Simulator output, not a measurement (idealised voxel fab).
Presented below is a process module, voxel double patterning.
Cross-section cut spans 195 nm and uses square cells 5 nm in size.
Each cross-section below is a grid of square cells, stated as bands in top-down order, with one or more rows of cells making up each band. Top height, bottom height, nm. Materials left to right, width each, nm. Single material + "edge to edge" = fills band edge to edge. "air" = empty. Note: height 0 marks the level under which the wafer is uniformly one material as received. Lowest band unbounded below, written "0 -> down". The two numbers in a width such as "30..40" mark its ends across the band: the first belongs to the top row of cells, the second to the bottom row, and from each row to the next the width moves by the same amount. Key: "nothing different" - step with no changed cell in the cross-section. The list in "Trapped cavities" covers empty spaces of 8 cells or more that cannot reach the top through any open way, and it gives each as width x height at distance; the distance is from the left edge, and width, height and distance are in nm. On a step's line, text after the settings is the simulator commenting on that step. overlay nm: right-of-plan distance of the mask on a masked step; negative values mean left-of-plan.

Steps in the process plan
1. RECEIVE: material Si
2. CONFORMAL_DEP: material SiN, thk nm 5
3. DIRECTIONAL_DEP: material SiO2, thk nm 15
4. DIRECTIONAL_DEP: material SiCN, thk nm 5
5. MASKED_ETCH: tone open, mask id FIRST, width nm 15, pitch nm 50, etch materials SiCN, depth nm 5, overlay nm 0
6. PATTERN: tone open, mask id SECOND, material resist, width nm 15, pitch nm 50, thk nm 15, overlay nm 0
7. DIRECTIONAL_ETCH: etch materials SiCN, depth nm 5
8. STRIP: etch materials resist
9. DIRECTIONAL_ETCH: etch materials SiO2, depth nm 15
10. STRIP: etch materials SiCN

Shown in cross-section is the wafer as received, that is, as it stands after step 1
* 0 -> down  Si edge to edge
* Trapped cavities: none

Cross-section, end of module. Start: as above. Plan: as above. Execution: one mistake
* 20 -> 5  30 SiO2, 15 air, 20 SiO2, 30 air, 20 SiO2, 30 air, 50 SiO2
* 5 -> 0  SiN edge to edge
* 0 -> down  Si edge to edge
* Trapped cavities: none
Misprocessing identified: so step 5 ended up running with a different setting than we planned, it ran as MASKED_ETCH: tone open, mask id FIRST, width nm 15, pitch nm 50, etch materials SiCN, depth nm 5, overlay nm -10
